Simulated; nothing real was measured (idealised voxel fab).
Process module in this document: voxel capacitor over wiring
We display cut, a cross-section 285 nm in width whose square cells are each 5 nm.
Cross-section format: a grid of square cells, given as bands from top to bottom; each band is one or more rows of cells.
It is stipulated that each band's entry specify, in nanometres, the height of the top of the band and then that of its bottom, followed by the materials of the band in left-to-right sequence, each together with its width in nanometres. A single material marked by the word "edge to edge" is understood to fill the band from edge to edge; the word "empty" is understood to denote empty space.
Heights are reckoned from 0. Under this level, the received wafer is all of one material. The bottommost band is open-ended downward, for example "0 nm and below".
Width: "30 to 40" (first number = top row, second number = bottom row, same change from row to row of cells).
Step note "all unchanged" = no cross-section cell changed.
"Trapped cavities": sealed empty spaces, 8 cells or more, no open way to top, listed width x height at distance, with distance from the left edge and width, height and distance in nm.
Formally, on a step line, whatever follows the settings is a remark that the simulator itself makes on the step.
Each step line may optionally specify "overlay nm", which for a step with a mask gives the rightward distance between the mask's planned place and where it lay, a negative value indicating the leftward direction.
Pairs from here to the end. Each: cross-section before one process step, cross-section after it, the latter only as far down as the lowest band that changed. Under each: the step between, and its settings. Mind that the pairs may be taken from different runs of this module on the same starting wafer; whether a pair continues from the pair above depends on its entry headed "Pre-step section", and it does only where that entry says so.
### Pre-step section
135 nm to 100 nm  resist: 105  empty: 15  resist: 165
100 nm to 85 nm  aC edge to edge
85 nm to 75 nm  SiO2 edge to edge
75 nm to 70 nm  SiO2: 95  TiN: 65  SiO2: 125
70 nm to 65 nm  SiO2: 95  SiN: 65  SiO2: 125
65 nm to 55 nm  SiO2: 90  TiN: 75  SiO2: 120
55 nm to 40 nm  SiO2: 95  Ru: 15  SiO2: 175
40 nm to 35 nm  SiCN: 95  Ru: 15  SiCN: 175
35 nm to 25 nm  SiO2: 80  TiN: 5  W: 20  TiN: 5  SiO2: 60  TiN: 5  W: 20  TiN: 5  SiO2: 85
25 nm to 20 nm  SiN: 80  TiN: 30  SiN: 60  TiN: 30  SiN: 85
20 nm to 10 nm  SiN edge to edge
10 nm to 0 nm  SiO2 edge to edge
0 nm and below  Si edge to edge
Trapped cavities: none
### Post-Step Section View
120 nm to 100 nm  resist: 105  empty: 15  resist: 165
100 nm to 85 nm  aC: 105  empty: 15  aC: 165
Unchanged below 85.
Trapped cavities: none
Step linking the sections shown: DIRECTIONAL_ETCH | etch materials aC | depth nm 15
Pre-step section: same picture as after in the pair right above, so we don't repeat it.
### Post-Step Section View
100 nm to 85 nm  aC: 105  empty: 15  aC: 165
Unchanged below 85.
Trapped cavities: none
Step linking the sections shown: STRIP | etch materials resist
Pre-step section: same picture as after in the pair right above, so we don't repeat it.
### Post-Step Section View
100 nm to 85 nm  aC: 105  empty: 15  aC: 165
85 nm to 75 nm  SiO2: 105  empty: 15  SiO2: 165
Unchanged below 75.
Trapped cavities: none
Step linking the sections shown: DIRECTIONAL_ETCH | etch materials SiO2 | depth nm 10
Pre-step section: same picture as after in the pair right above, so we don't repeat it.
### Post-Step Section View
85 nm to 75 nm  SiO2: 105  empty: 15  SiO2: 165
Unchanged below 75.
Trapped cavities: none
Step linking the sections shown: STRIP | etch materials aC
Pre-step section: same picture as after in the pair right above, so we don't repeat it.
### Post-Step Section View
90 nm to 85 nm  TiN: 110  empty: 5  TiN: 170
85 nm to 80 nm  SiO2: 105  TiN: 5  empty: 5  TiN: 5  SiO2: 165
80 nm to 70 nm  SiO2: 105 to 95  TiN: 15 to 65  SiO2: 165 to 125
Unchanged below 70.
Trapped cavities: none
Step linking the sections shown: CONFORMAL_DEP | material TiN | thk nm 5
Pre-step section: same picture as after in the pair right above, so we don't repeat it.
### Post-Step Section View
95 nm to 90 nm  Ru edge to edge
90 nm to 85 nm  TiN: 110  Ru: 5  TiN: 170
85 nm to 80 nm  SiO2: 105  TiN: 5  Ru: 5  TiN: 5  SiO2: 165
Unchanged below 80.
Trapped cavities: none
Step linking the sections shown: FILL_DEP | material Ru | thk nm 5
Pre-step section: same picture as after in the pair right above, so we don't repeat it.
### Post-Step Section View
85 nm to 80 nm  SiO2: 105  TiN: 5  Ru: 5  TiN: 5  SiO2: 165
Unchanged below 80.
Trapped cavities: none
Step linking the sections shown: CMP | height nm 85
Pre-step section: same picture as after in the pair right above, so we don't repeat it.
### Post-Step Section View
90 nm to 85 nm  SiN edge to edge
Unchanged below 85.
Trapped cavities: none
Step linking the sections shown: CONFORMAL_DEP | material SiN | thk nm 5
### Pre-step section
90 nm to 75 nm  aC edge to edge
75 nm to 70 nm  TiN edge to edge
70 nm to 65 nm  SiN edge to edge
65 nm to 55 nm  TiN edge to edge
55 nm to 40 nm  SiO2: 95  Ru: 15  SiO2: 175
40 nm to 35 nm  SiCN: 95  Ru: 15  SiCN: 175
35 nm to 15 nm  SiO2: 80  TiN: 5  W: 20  TiN: 5  SiO2: 60  TiN: 5  W: 20  TiN: 5  SiO2: 85
15 nm to 10 nm  SiN: 80  TiN: 30  SiN: 60  TiN: 30  SiN: 85
10 nm to 0 nm  SiO2 edge to edge
0 nm and below  Si edge to edge
Trapped cavities: none
### Post-Step Section View
120 nm to 90 nm  empty: 90  resist: 75  empty: 120
Unchanged below 90.
Trapped cavities: none
Step linking the sections shown: PATTERN | tone cover | mask id UPPER_PLATE | material resist | width nm 75 | thk nm 30 | overlay nm 0
Pre-step section: same picture as after in the pair right above, so we don't repeat it.
### Post-Step Section View
105 nm to 90 nm  empty: 90  resist: 75  empty: 120
90 nm to 75 nm  empty: 90  aC: 75  empty: 120
Unchanged below 75.
Trapped cavities: none
Step linking the sections shown: DIRECTIONAL_ETCH | etch materials aC | depth nm 15
Pre-step section: same picture as after in the pair right above, so we don't repeat it.
### Post-Step Section View
90 nm to 75 nm  empty: 90  aC: 75  empty: 120
Unchanged below 75.
Trapped cavities: none
Step linking the sections shown: STRIP | etch materials resist
Pre-step section: same picture as after in the pair right above, so we don't repeat it.
### Post-Step Section View
90 nm to 75 nm  empty: 90  aC: 75  empty: 120
75 nm to 70 nm  empty: 90  TiN: 75  empty: 120
Unchanged below 70.
Trapped cavities: none
Step linking the sections shown: DIRECTIONAL_ETCH | etch materials TiN | depth nm 5
Pre-step section: same picture as after in the pair right above, so we don't repeat it.
### Post-Step Section View
90 nm to 75 nm  empty: 90  aC: 75  empty: 120
75 nm to 70 nm  empty: 90  TiN: 75  empty: 120
70 nm to 65 nm  empty: 90  SiN: 75  empty: 120
Unchanged below 65.
Trapped cavities: none
Step linking the sections shown: DIRECTIONAL_ETCH | etch materials SiN | depth nm 5
Pre-step section: same picture as after in the pair right above, so we don't repeat it.
### Post-Step Section View
75 nm to 70 nm  empty: 90  TiN: 75  empty: 120
Unchanged below 70.
Trapped cavities: none
Step linking the sections shown: STRIP | etch materials aC
Pre-step section: same picture as after in the pair right above, so we don't repeat it.
### Post-Step Section View
90 nm to 80 nm  empty: 90  aC: 75  empty: 120
80 nm to 75 nm  aC edge to edge
75 nm to 70 nm  aC: 90  TiN: 75  aC: 120
70 nm to 65 nm  aC: 90  SiN: 75  aC: 120
Unchanged below 65.
Trapped cavities: none
Step linking the sections shown: DIRECTIONAL_DEP | material aC | thk nm 15
Pre-step section: same picture as after in the pair right above, so we don't repeat it.
### Post-Step Section View
125 nm to 90 nm  empty: 90  resist: 75  empty: 120
Unchanged below 90.
Trapped cavities: none
Step linking the sections shown: PATTERN | tone cover | mask id LOWER_PLATE | material resist | width nm 75 | thk nm 35 | overlay nm 0
Pre-step section: same picture as after in the pair right above, so we don't repeat it.
### Post-Step Section View
110 nm to 90 nm  empty: 90  resist: 75  empty: 120
90 nm to 75 nm  empty: 90  aC: 75  empty: 120
75 nm to 70 nm  empty: 90  TiN: 75  empty: 120
70 nm to 65 nm  empty: 90  SiN: 75  empty: 120
Unchanged below 65.
Trapped cavities: none
Step linking the sections shown: DIRECTIONAL_ETCH | etch materials aC | depth nm 15
Pre-step section: same picture as after in the pair right above, so we don't repeat it.
### Post-Step Section View
90 nm to 75 nm  empty: 90  aC: 75  empty: 120
Unchanged below 75.
Trapped cavities: none
Step linking the sections shown: STRIP | etch materials resist
Pre-step section: same picture as after in the pair right above, so we don't repeat it.
### Post-Step Section View
90 nm to 75 nm  empty: 90  aC: 75  empty: 120
75 nm to 70 nm  empty: 90  TiN: 75  empty: 120
70 nm to 65 nm  empty: 90  SiN: 75  empty: 120
65 nm to 55 nm  empty: 90  TiN: 75  empty: 120
Unchanged below 55.
Trapped cavities: none
Step linking the sections shown: DIRECTIONAL_ETCH | etch materials TiN | depth nm 10
Pre-step section: same picture as after in the pair right above, so we don't repeat it.
### Post-Step Section View
75 nm to 70 nm  empty: 90  TiN: 75  empty: 120
Unchanged below 70.
Trapped cavities: none
Step linking the sections shown: STRIP | etch materials aC
Pre-step section: same picture as after in the pair right above, so we don't repeat it.
### Post-Step Section View
90 nm to 75 nm  SiO2 edge to edge
75 nm to 70 nm  SiO2: 90  TiN: 75  SiO2: 120
70 nm to 65 nm  SiO2: 90  SiN: 75  SiO2: 120
65 nm to 55 nm  SiO2: 90  TiN: 75  SiO2: 120
Unchanged below 55.
Trapped cavities: none
Step linking the sections shown: FILL_DEP | material SiO2 | thk nm 15
Pre-step section: same picture as after in the pair right above, so we don't repeat it.
### Post-Step Section View
85 nm to 75 nm  SiO2 edge to edge
Unchanged below 75.
Trapped cavities: none
Step linking the sections shown: CMP | height nm 85
Pre-step section: same picture as after in the pair right above, so we don't repeat it.
### Post-Step Section View
100 nm to 85 nm  aC edge to edge
Unchanged below 85.
Trapped cavities: none
Step linking the sections shown: DIRECTIONAL_DEP | material aC | thk nm 15
Pre-step section: same picture as after in the pair right above, so we don't repeat it.
### Post-Step Section View
135 nm to 100 nm  resist: 105  empty: 15  resist: 165
Unchanged below 100.
Trapped cavities: none
Step linking the sections shown: PATTERN | tone open | mask id PLUG_2 | material resist | width nm 15 | thk nm 35 | overlay nm 0
Pre-step section: same picture as after in the pair right above, so we don't repeat it.
### Post-Step Section View
120 nm to 100 nm  resist: 105  empty: 15  resist: 165
100 nm to 85 nm  aC: 105  empty: 15  aC: 165
Unchanged below 85.
Trapped cavities: none
Step linking the sections shown: DIRECTIONAL_ETCH | etch materials aC | depth nm 15
Pre-step section: same picture as after in the pair right above, so we don't repeat it.
### Post-Step Section View
100 nm to 85 nm  aC: 105  empty: 15  aC: 165
Unchanged below 85.
Trapped cavities: none
Step linking the sections shown: STRIP | etch materials resist
Pre-step section: same picture as after in the pair right above, so we don't repeat it.
### Post-Step Section View
100 nm to 85 nm  aC: 105  empty: 15  aC: 165
85 nm to 75 nm  SiO2: 105  empty: 15  SiO2: 165
Unchanged below 75.
Trapped cavities: none
Step linking the sections shown: DIRECTIONAL_ETCH | etch materials SiO2 | depth nm 10
Pre-step section: same picture as after in the pair right above, so we don't repeat it.
### Post-Step Section View
85 nm to 75 nm  SiO2: 105  empty: 15  SiO2: 165
Unchanged below 75.
Trapped cavities: none
Step linking the sections shown: STRIP | etch materials aC
Pre-step section: same picture as after in the pair right above, so we don't repeat it.
### Post-Step Section View
90 nm to 85 nm  TiN: 110  empty: 5  TiN: 170
85 nm to 80 nm  SiO2: 105  TiN: 5  empty: 5  TiN: 5  SiO2: 165
80 nm to 70 nm  SiO2: 105 to 90  TiN: 15 to 75  SiO2: 165 to 120
Unchanged below 70.
Trapped cavities: none
Step linking the sections shown: CONFORMAL_DEP | material TiN | thk nm 5
Pre-step section: same picture as after in the pair right above, so we don't repeat it.
### Post-Step Section View
95 nm to 90 nm  Ru edge to edge
90 nm to 85 nm  TiN: 110  Ru: 5  TiN: 170
85 nm to 80 nm  SiO2: 105  TiN: 5  Ru: 5  TiN: 5  SiO2: 165
Unchanged below 80.
Trapped cavities: none
Step linking the sections shown: FILL_DEP | material Ru | thk nm 5
Pre-step section: same picture as after in the pair right above, so we don't repeat it.
### Post-Step Section View
85 nm to 80 nm  SiO2: 105  TiN: 5  Ru: 5  TiN: 5  SiO2: 165
Unchanged below 80.
Trapped cavities: none
Step linking the sections shown: CMP | height nm 85
Pre-step section: same picture as after in the pair right above, so we don't repeat it.
### Post-Step Section View
90 nm to 85 nm  SiN edge to edge
Unchanged below 85.
Trapped cavities: none
Step linking the sections shown: CONFORMAL_DEP | material SiN | thk nm 5
### Pre-step section
55 nm to 40 nm  SiO2 edge to edge
40 nm to 35 nm  SiCN edge to edge
35 nm to 15 nm  SiO2: 80  TiN: 5  W: 20  TiN: 5  SiO2: 60  TiN: 5  W: 20  TiN: 5  SiO2: 85
15 nm to 10 nm  SiN: 80  TiN: 30  SiN: 60  TiN: 30  SiN: 85
10 nm to 0 nm  SiO2 edge to edge
0 nm and below  Si edge to edge
Trapped cavities: none
### Post-Step Section View
70 nm to 55 nm  resist: 90  empty: 15  resist: 180
Unchanged below 55.
Trapped cavities: none
Step linking the sections shown: PATTERN | tone open | mask id PLUG_1 | material resist | width nm 15 | thk nm 15 | overlay nm -5
Pre-step section: same picture as after in the pair right above, so we don't repeat it.
### Post-Step Section View
70 nm to 55 nm  resist: 90  empty: 15  resist: 180
55 nm to 40 nm  SiO2: 90  empty: 15  SiO2: 180
Unchanged below 40.
Trapped cavities: none
Step linking the sections shown: DIRECTIONAL_ETCH | etch materials SiO2 | depth nm 15
Pre-step section: same picture as after in the pair right above, so we don't repeat it.
### Post-Step Section View
70 nm to 55 nm  resist: 90  empty: 15  resist: 180
55 nm to 40 nm  SiO2: 90  empty: 15  SiO2: 180
40 nm to 35 nm  SiCN: 90  empty: 15  SiCN: 180
Unchanged below 35.
Trapped cavities: none
Step linking the sections shown: DIRECTIONAL_ETCH | etch materials SiCN | depth nm 5
Pre-step section: same picture as after in the pair right above, so we don't repeat it.
### Post-Step Section View
55 nm to 40 nm  SiO2: 90  empty: 15  SiO2: 180
Unchanged below 40.
Trapped cavities: none
Step linking the sections shown: STRIP | etch materials resist
Pre-step section: same picture as after in the pair right above, so we don't repeat it.
### Post-Step Section View
55 nm to 45 nm  SiO2: 90  empty: 15  SiO2: 180
45 nm to 40 nm  SiO2: 90  Ru: 15  SiO2: 180
40 nm to 35 nm  SiCN: 90  Ru: 15  SiCN: 180
Unchanged below 35.
Trapped cavities: none
Step linking the sections shown: EPI | material Ru | thk nm 10
Pre-step section: same picture as after in the pair right above, so we don't repeat it.
### Post-Step Section View
55 nm to 40 nm  SiO2: 90  Ru: 15  SiO2: 180
Unchanged below 40.
Trapped cavities: none
Step linking the sections shown: EPI | material Ru | thk nm 10
Pre-step section: same picture as after in the pair right above, so we don't repeat it.
### Post-Step Section View
65 nm to 55 nm  TiN edge to edge
Unchanged below 55.
Trapped cavities: none
Step linking the sections shown: DIRECTIONAL_DEP | material TiN | thk nm 10
Pre-step section: same picture as after in the pair right above, so we don't repeat it.
### Post-Step Section View
70 nm to 65 nm  SiN edge to edge
Unchanged below 65.
Trapped cavities: none
Step linking the sections shown: DIRECTIONAL_DEP | material SiN | thk nm 5
Pre-step section: same picture as after in the pair right above, so we don't repeat it.
### Post-Step Section View
75 nm to 70 nm  TiN edge to edge
Unchanged below 70.
Trapped cavities: none
Step linking the sections shown: DIRECTIONAL_DEP | material TiN | thk nm 5
Pre-step section: same picture as after in the pair right above, so we don't repeat it.
### Post-Step Section View
90 nm to 75 nm  aC edge to edge
Unchanged below 75.
Trapped cavities: none
Step linking the sections shown: DIRECTIONAL_DEP | material aC | thk nm 15
Pre-step section: same picture as after in the pair right above, so we don't repeat it.
### Post-Step Section View
120 nm to 90 nm  empty: 95  resist: 65  empty: 125
Unchanged below 90.
Trapped cavities: none
Step linking the sections shown: PATTERN | tone cover | mask id UPPER_PLATE | material resist | width nm 65 | thk nm 30 | overlay nm 0
Pre-step section: same picture as after in the pair right above, so we don't repeat it.
### Post-Step Section View
105 nm to 90 nm  empty: 95  resist: 65  empty: 125
90 nm to 75 nm  empty: 95  aC: 65  empty: 125
Unchanged below 75.
Trapped cavities: none
Step linking the sections shown: DIRECTIONAL_ETCH | etch materials aC | depth nm 15
Pre-step section: same picture as after in the pair right above, so we don't repeat it.
### Post-Step Section View
90 nm to 75 nm  empty: 95  aC: 65  empty: 125
Unchanged below 75.
Trapped cavities: none
Step linking the sections shown: STRIP | etch materials resist
Pre-step section: same picture as after in the pair right above, so we don't repeat it.
### Post-Step Section View
90 nm to 75 nm  empty: 95  aC: 65  empty: 125
75 nm to 70 nm  empty: 95  TiN: 65  empty: 125
Unchanged below 70.
Trapped cavities: none
Step linking the sections shown: DIRECTIONAL_ETCH | etch materials TiN | depth nm 5
Pre-step section: same picture as after in the pair right above, so we don't repeat it.
### Post-Step Section View
90 nm to 75 nm  empty: 95  aC: 65  empty: 125
75 nm to 70 nm  empty: 95  TiN: 65  empty: 125
70 nm to 65 nm  empty: 95  SiN: 65  empty: 125
Unchanged below 65.
Trapped cavities: none
Step linking the sections shown: DIRECTIONAL_ETCH | etch materials SiN | depth nm 5
Pre-step section: same picture as after in the pair right above, so we don't repeat it.
### Post-Step Section View
75 nm to 70 nm  empty: 95  TiN: 65  empty: 125
Unchanged below 70.
Trapped cavities: none
Step linking the sections shown: STRIP | etch materials aC
Pre-step section: same picture as after in the pair right above, so we don't repeat it.
### Post-Step Section View
90 nm to 80 nm  empty: 95  aC: 65  empty: 125
80 nm to 75 nm  aC edge to edge
75 nm to 70 nm  aC: 95  TiN: 65  aC: 125
70 nm to 65 nm  aC: 95  SiN: 65  aC: 125
Unchanged below 65.
Trapped cavities: none
Step linking the sections shown: DIRECTIONAL_DEP | material aC | thk nm 15
Pre-step section: same picture as after in the pair right above, so we don't repeat it.
### Post-Step Section View
125 nm to 90 nm  empty: 90  resist: 75  empty: 120
90 nm to 80 nm  empty: 90  resist: 5  aC: 65  resist: 5  empty: 120
Unchanged below 80.
Trapped cavities: none
Step linking the sections shown: PATTERN | tone cover | mask id LOWER_PLATE | material resist | width nm 75 | thk nm 35 | overlay nm 0
Pre-step section: same picture as after in the pair right above, so we don't repeat it.
### Post-Step Section View
110 nm to 90 nm  empty: 90  resist: 75  empty: 120
90 nm to 80 nm  empty: 90  resist: 5  aC: 65  resist: 5  empty: 120
80 nm to 75 nm  empty: 90  aC: 75  empty: 120
75 nm to 70 nm  empty: 90  aC: 5  TiN: 65  aC: 5  empty: 120
70 nm to 65 nm  empty: 90  aC: 5  SiN: 65  aC: 5  empty: 120
Unchanged below 65.
Trapped cavities: none
Step linking the sections shown: DIRECTIONAL_ETCH | etch materials aC | depth nm 15
Pre-step section: same picture as after in the pair right above, so we don't repeat it.
### Post-Step Section View
90 nm to 80 nm  empty: 95  aC: 65  empty: 125
Unchanged below 80.
Trapped cavities: none
Step linking the sections shown: STRIP | etch materials resist
Pre-step section: same picture as after in the pair right above, so we don't repeat it.
### Post-Step Section View
90 nm to 80 nm  empty: 95  aC: 65  empty: 125
80 nm to 75 nm  empty: 90  aC: 75  empty: 120
75 nm to 70 nm  empty: 90  aC: 5  TiN: 65  aC: 5  empty: 120
70 nm to 65 nm  empty: 90  aC: 5  SiN: 65  aC: 5  empty: 120
65 nm to 55 nm  empty: 90  TiN: 75  empty: 120
Unchanged below 55.
Trapped cavities: none
Step linking the sections shown: DIRECTIONAL_ETCH | etch materials TiN | depth nm 10
Pre-step section: same picture as after in the pair right above, so we don't repeat it.
### Post-Step Section View
75 nm to 70 nm  empty: 95  TiN: 65  empty: 125
70 nm to 65 nm  empty: 95  SiN: 65  empty: 125
Unchanged below 65.
Trapped cavities: none
Step linking the sections shown: STRIP | etch materials aC
Pre-step section: same picture as after in the pair right above, so we don't repeat it.
### Post-Step Section View
90 nm to 75 nm  SiO2 edge to edge
75 nm to 70 nm  SiO2: 95  TiN: 65  SiO2: 125
70 nm to 65 nm  SiO2: 95  SiN: 65  SiO2: 125
65 nm to 55 nm  SiO2: 90  TiN: 75  SiO2: 120
Unchanged below 55.
Trapped cavities: none
Step linking the sections shown: FILL_DEP | material SiO2 | thk nm 15
Pre-step section: same picture as after in the pair right above, so we don't repeat it.
### Post-Step Section View
85 nm to 75 nm  SiO2 edge to edge
Unchanged below 75.
Trapped cavities: none
Step linking the sections shown: CMP | height nm 85
Pre-step section: same picture as after in the pair right above, so we don't repeat it.
### Post-Step Section View
100 nm to 85 nm  aC edge to edge
Unchanged below 85.
Trapped cavities: none
Step linking the sections shown: DIRECTIONAL_DEP | material aC | thk nm 15
Pre-step section: same picture as after in the pair right above, so we don't repeat it.
### Post-Step Section View
135 nm to 100 nm  resist: 105  empty: 15  resist: 165
Unchanged below 100.
Trapped cavities: none
Step linking the sections shown: PATTERN | tone open | mask id PLUG_2 | material resist | width nm 15 | thk nm 35 | overlay nm 0
Pre-step section: same picture as after in the pair right above, so we don't repeat it.
### Post-Step Section View
120 nm to 100 nm  resist: 105  empty: 15  resist: 165
100 nm to 85 nm  aC: 105  empty: 15  aC: 165
Unchanged below 85.
Trapped cavities: none
Step linking the sections shown: DIRECTIONAL_ETCH | etch materials aC | depth nm 15
Pre-step section: same picture as after in the pair right above, so we don't repeat it.
### Post-Step Section View
100 nm to 85 nm  aC: 105  empty: 15  aC: 165
Unchanged below 85.
Trapped cavities: none
Step linking the sections shown: STRIP | etch materials resist
Pre-step section: same picture as after in the pair right above, so we don't repeat it.
### Post-Step Section View
100 nm to 85 nm  aC: 105  empty: 15  aC: 165
85 nm to 75 nm  SiO2: 105  empty: 15  SiO2: 165
Unchanged below 75.
Trapped cavities: none
Step linking the sections shown: DIRECTIONAL_ETCH | etch materials SiO2 | depth nm 10
Pre-step section: same picture as after in the pair right above, so we don't repeat it.
### Post-Step Section View
85 nm to 75 nm  SiO2: 105  empty: 15  SiO2: 165
Unchanged below 75.
Trapped cavities: none
Step linking the sections shown: STRIP | etch materials aC
Pre-step section: same picture as after in the pair right above, so we don't repeat it.
### Post-Step Section View
90 nm to 85 nm  TiN: 110  empty: 5  TiN: 170
85 nm to 80 nm  SiO2: 105  TiN: 5  empty: 5  TiN: 5  SiO2: 165
80 nm to 70 nm  SiO2: 105 to 95  TiN: 15 to 65  SiO2: 165 to 125
Unchanged below 70.
Trapped cavities: none
Step linking the sections shown: CONFORMAL_DEP | material TiN | thk nm 5
Pre-step section: same picture as after in the pair right above, so we don't repeat it.
### Post-Step Section View
95 nm to 90 nm  Ru edge to edge
90 nm to 85 nm  TiN: 110  Ru: 5  TiN: 170
85 nm to 80 nm  SiO2: 105  TiN: 5  Ru: 5  TiN: 5  SiO2: 165
Unchanged below 80.
Trapped cavities: none
Step linking the sections shown: FILL_DEP | material Ru | thk nm 5
Pre-step section: same picture as after in the pair right above, so we don't repeat it.
### Post-Step Section View
85 nm to 80 nm  SiO2: 105  TiN: 5  Ru: 5  TiN: 5  SiO2: 165
Unchanged below 80.
Trapped cavities: none
Step linking the sections shown: CMP | height nm 85
Pre-step section: same picture as after in the pair right above, so we don't repeat it.
### Post-Step Section View
90 nm to 85 nm  SiN edge to edge
Unchanged below 85.
Trapped cavities: none
Step linking the sections shown: CONFORMAL_DEP | material SiN | thk nm 5
### Pre-step section
35 nm to 15 nm  SiO2: 80  empty: 30  SiO2: 60  empty: 30  SiO2: 85
15 nm to 10 nm  SiN: 80  empty: 30  SiN: 60  empty: 30  SiN: 85
10 nm to 0 nm  SiO2 edge to edge
0 nm and below  Si edge to edge
Trapped cavities: none
### Post-Step Section View
40 nm to 35 nm  Ru: 85  empty: 20  Ru: 70  empty: 20  Ru: 90
35 nm to 15 nm  SiO2: 80  Ru: 5  empty: 20  Ru: 5  SiO2: 60  Ru: 5  empty: 20  Ru: 5  SiO2: 85
15 nm to 10 nm  SiN: 80  Ru: 30  SiN: 60  Ru: 30  SiN: 85
Unchanged below 10.
Trapped cavities: none
Step linking the sections shown: CONFORMAL_DEP | material Ru | thk nm 5
Pre-step section: same picture as after in the pair right above, so we don't repeat it.
### Post-Step Section View
45 nm to 40 nm  W edge to edge
40 nm to 35 nm  Ru: 85  W: 20  Ru: 70  W: 20  Ru: 90
35 nm to 15 nm  SiO2: 80  Ru: 5  W: 20  Ru: 5  SiO2: 60  Ru: 5  W: 20  Ru: 5  SiO2: 85
Unchanged below 15.
Trapped cavities: none
Step linking the sections shown: FILL_DEP | material W | thk nm 5
Pre-step section: same picture as after in the pair right above, so we don't repeat it.
### Post-Step Section View
35 nm to 15 nm  SiO2: 80  Ru: 5  W: 20  Ru: 5  SiO2: 60  Ru: 5  W: 20  Ru: 5  SiO2: 85
Unchanged below 15.
Trapped cavities: none
Step linking the sections shown: CMP | height nm 35
Pre-step section: same picture as after in the pair right above, so we don't repeat it.
### Post-Step Section View
40 nm to 35 nm  SiCN edge to edge
Unchanged below 35.
Trapped cavities: none
Step linking the sections shown: CONFORMAL_DEP | material SiCN | thk nm 5
Pre-step section: same picture as after in the pair right above, so we don't repeat it.
### Post-Step Section View
55 nm to 40 nm  SiO2 edge to edge
Unchanged below 40.
Trapped cavities: none
Step linking the sections shown: DIRECTIONAL_DEP | material SiO2 | thk nm 15
Pre-step section: same picture as after in the pair right above, so we don't repeat it.
### Post-Step Section View
70 nm to 55 nm  resist: 95  empty: 15  resist: 175
Unchanged below 55.
Trapped cavities: none
Step linking the sections shown: PATTERN | tone open | mask id PLUG_1 | material resist | width nm 15 | thk nm 15 | overlay nm 0
Pre-step section: same picture as after in the pair right above, so we don't repeat it.
### Post-Step Section View
70 nm to 55 nm  resist: 95  empty: 15  resist: 175
55 nm to 40 nm  SiO2: 95  empty: 15  SiO2: 175
Unchanged below 40.
Trapped cavities: none
Step linking the sections shown: DIRECTIONAL_ETCH | etch materials SiO2 | depth nm 15
Pre-step section: same picture as after in the pair right above, so we don't repeat it.
### Post-Step Section View
70 nm to 55 nm  resist: 95  empty: 15  resist: 175
55 nm to 40 nm  SiO2: 95  empty: 15  SiO2: 175
40 nm to 35 nm  SiCN: 95  empty: 15  SiCN: 175
Unchanged below 35.
Trapped cavities: none
Step linking the sections shown: DIRECTIONAL_ETCH | etch materials SiCN | depth nm 5
Pre-step section: same picture as after in the pair right above, so we don't repeat it.
### Post-Step Section View
55 nm to 40 nm  SiO2: 95  empty: 15  SiO2: 175
Unchanged below 40.
Trapped cavities: none
Step linking the sections shown: STRIP | etch materials resist
Pre-step section: same picture as after in the pair right above, so we don't repeat it.
### Post-Step Section View
55 nm to 45 nm  SiO2: 95  empty: 15  SiO2: 175
45 nm to 40 nm  SiO2: 95  Ru: 15  SiO2: 175
40 nm to 35 nm  SiCN: 95  Ru: 15  SiCN: 175
Unchanged below 35.
Trapped cavities: none
Step linking the sections shown: EPI | material Ru | thk nm 10
Pre-step section: same picture as after in the pair right above, so we don't repeat it.
### Post-Step Section View
55 nm to 40 nm  SiO2: 95  Ru: 15  SiO2: 175
Unchanged below 40.
Trapped cavities: none
Step linking the sections shown: EPI | material Ru | thk nm 10
Pre-step section: same picture as after in the pair right above, so we don't repeat it.
### Post-Step Section View
65 nm to 55 nm  TiN edge to edge
Unchanged below 55.
Trapped cavities: none
Step linking the sections shown: DIRECTIONAL_DEP | material TiN | thk nm 10
Pre-step section: same picture as after in the pair right above, so we don't repeat it.
### Post-Step Section View
70 nm to 65 nm  SiN edge to edge
Unchanged below 65.
Trapped cavities: none
Step linking the sections shown: DIRECTIONAL_DEP | material SiN | thk nm 5
Pre-step section: same picture as after in the pair right above, so we don't repeat it.
### Post-Step Section View
75 nm to 70 nm  TiN edge to edge
Unchanged below 70.
Trapped cavities: none
Step linking the sections shown: DIRECTIONAL_DEP | material TiN | thk nm 5
Pre-step section: same picture as after in the pair right above, so we don't repeat it.
### Post-Step Section View
90 nm to 75 nm  aC edge to edge
Unchanged below 75.
Trapped cavities: none
Step linking the sections shown: DIRECTIONAL_DEP | material aC | thk nm 15
Pre-step section: same picture as after in the pair right above, so we don't repeat it.
### Post-Step Section View
120 nm to 90 nm  empty: 95  resist: 65  empty: 125
Unchanged below 90.
Trapped cavities: none
Step linking the sections shown: PATTERN | tone cover | mask id UPPER_PLATE | material resist | width nm 65 | thk nm 30 | overlay nm 0
Pre-step section: same picture as after in the pair right above, so we don't repeat it.
### Post-Step Section View
105 nm to 90 nm  empty: 95  resist: 65  empty: 125
90 nm to 75 nm  empty: 95  aC: 65  empty: 125
Unchanged below 75.
Trapped cavities: none
Step linking the sections shown: DIRECTIONAL_ETCH | etch materials aC | depth nm 15
Pre-step section: same picture as after in the pair right above, so we don't repeat it.
### Post-Step Section View
90 nm to 75 nm  empty: 95  aC: 65  empty: 125
Unchanged below 75.
Trapped cavities: none
Step linking the sections shown: STRIP | etch materials resist
Pre-step section: same picture as after in the pair right above, so we don't repeat it.
### Post-Step Section View
90 nm to 75 nm  empty: 95  aC: 65  empty: 125
75 nm to 70 nm  empty: 95  TiN: 65  empty: 125
Unchanged below 70.
Trapped cavities: none
Step linking the sections shown: DIRECTIONAL_ETCH | etch materials TiN | depth nm 5
Pre-step section: same picture as after in the pair right above, so we don't repeat it.
### Post-Step Section View
90 nm to 75 nm  empty: 95  aC: 65  empty: 125
75 nm to 70 nm  empty: 95  TiN: 65  empty: 125
70 nm to 65 nm  empty: 95  SiN: 65  empty: 125
Unchanged below 65.
Trapped cavities: none
Step linking the sections shown: DIRECTIONAL_ETCH | etch materials SiN | depth nm 5
Pre-step section: same picture as after in the pair right above, so we don't repeat it.
### Post-Step Section View
75 nm to 70 nm  empty: 95  TiN: 65  empty: 125
Unchanged below 70.
Trapped cavities: none
Step linking the sections shown: STRIP | etch materials aC
Pre-step section: same picture as after in the pair right above, so we don't repeat it.
### Post-Step Section View
90 nm to 80 nm  empty: 95  aC: 65  empty: 125
80 nm to 75 nm  aC edge to edge
75 nm to 70 nm  aC: 95  TiN: 65  aC: 125
70 nm to 65 nm  aC: 95  SiN: 65  aC: 125
Unchanged below 65.
Trapped cavities: none
Step linking the sections shown: DIRECTIONAL_DEP | material aC | thk nm 15
Pre-step section: same picture as after in the pair right above, so we don't repeat it.
### Post-Step Section View
125 nm to 90 nm  empty: 90  resist: 75  empty: 120
90 nm to 80 nm  empty: 90  resist: 5  aC: 65  resist: 5  empty: 120
Unchanged below 80.
Trapped cavities: none
Step linking the sections shown: PATTERN | tone cover | mask id LOWER_PLATE | material resist | width nm 75 | thk nm 35 | overlay nm 0
